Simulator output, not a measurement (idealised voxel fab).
The following process module bears the name voxel fin reveal.
Cross-section cut spans 245 nm and uses square cells 5 nm in size.
Throughout this document, each cross-section is represented as a grid of square cells and is presented as a sequence of bands enumerated from the top downward, where a band comprises one or more rows of cells.
Top, bottom (nm), then materials left to right with widths (nm); lone material tagged "full width" fills the whole band edge to edge; "air" = empty space.
It should be noted that heights are counted from 0, beneath which the wafer as supplied is of one material throughout, and that the lowest band possesses no lower boundary but continues downward, as written in "0..down".
It should be noted that a width expressed as "30->40" varies in equal increments from row to row of cells within the band, taking the value of the first number at the top row and that of the second number at the bottom row.
Key: "no modification" - step with no changed cell in the cross-section.
Voids not open to the top, 8 cells minimum: see "Fully closed voids". Written width x height at distance; distance is from the left edge; nm.
Post-settings text on a step line: simulator's own remark regarding the step.
What "overlay nm" on a step's line means: if the step has a mask, that mask lay this far to the right of its planned place, or, when the value is negative, to the left.

# The steps planned for the process are as follows
1,RECEIVE | material Si
2,CONFORMAL_DEP | material SiN | thk nm 10
3,PATTERN | tone cover | mask id FINS | material resist | width nm 15 | pitch nm 40 | thk nm 15 | overlay nm 0
4,DIRECTIONAL_ETCH | etch materials SiN | depth nm 10
5,DIRECTIONAL_ETCH | etch materials Si | depth nm 40
6,STRIP | etch materials resist
7,OXIDIZE | depth nm 5
8,FILL_DEP | material SiO2 | thk nm 10
9,CMP | height nm 10
10,SELECTIVE_ETCH | etch materials SiO2 | depth nm 35
11,STRIP | etch materials SiN
12,CONFORMAL_DEP | material HfO2 | thk nm 5

# As-received wafer cross-section (after step 1)
0..down = Si full width
Fully closed voids: none

# Module complete - cross-section of the first of two wafers, run according to plan
5..0 = air 75 nm, then HfO2 15 nm, then air 25 nm, then HfO2 15 nm, then air 25 nm, then HfO2 15 nm, then air 75 nm
0..-20 = air 75 nm, then HfO2 5 nm, then Si 5 nm, then HfO2 5 nm, then air 25 nm, then HfO2 5 nm, then Si 5 nm, then HfO2 5 nm, then air 25 nm, then HfO2 5 nm, then Si 5 nm, then HfO2 5 nm, then air 75 nm
-20..-25 = HfO2 80 nm, then Si 5 nm, then HfO2 35 nm, then Si 5 nm, then HfO2 35 nm, then Si 5 nm, then HfO2 80 nm
-25..-45 = SiO2 80 nm, then Si 5 nm, then SiO2 35 nm, then Si 5 nm, then SiO2 35 nm, then Si 5 nm, then SiO2 80 nm
-45..down = Si full width
Fully closed voids: none

# Cross-section, second wafer: same start as the first, same plan as the first, one mistake in running it; taken at the end of the module
5..0 = air 75 nm, then HfO2 20 nm, then air 20 nm, then HfO2 20 nm, then air 20 nm, then HfO2 20 nm, then air 70 nm
0..-20 = air 75 nm, then HfO2 5 nm, then Si 10 nm, then HfO2 5 nm, then air 20 nm, then HfO2 5 nm, then Si 10 nm, then HfO2 5 nm, then air 20 nm, then HfO2 5 nm, then Si 10 nm, then HfO2 5 nm, then air 70 nm
-20..-25 = HfO2 80 nm, then Si 10 nm, then HfO2 30 nm, then Si 10 nm, then HfO2 30 nm, then Si 10 nm, then HfO2 75 nm
-25..-45 = SiO2 80 nm, then Si 10 nm, then SiO2 30 nm, then Si 10 nm, then SiO2 30 nm, then Si 10 nm, then SiO2 75 nm
-45..down = Si full width
Fully closed voids: none
what went wrong: step 3 ran differently from the plan; actual operation with settings: PATTERN | tone cover | mask id FINS | material resist | width nm 20 | pitch nm 40 | thk nm 15 | overlay nm 0
Final tally in cells, some materials are higher or lower on the second wafer than on the first: +27 Si; -12 SiO2
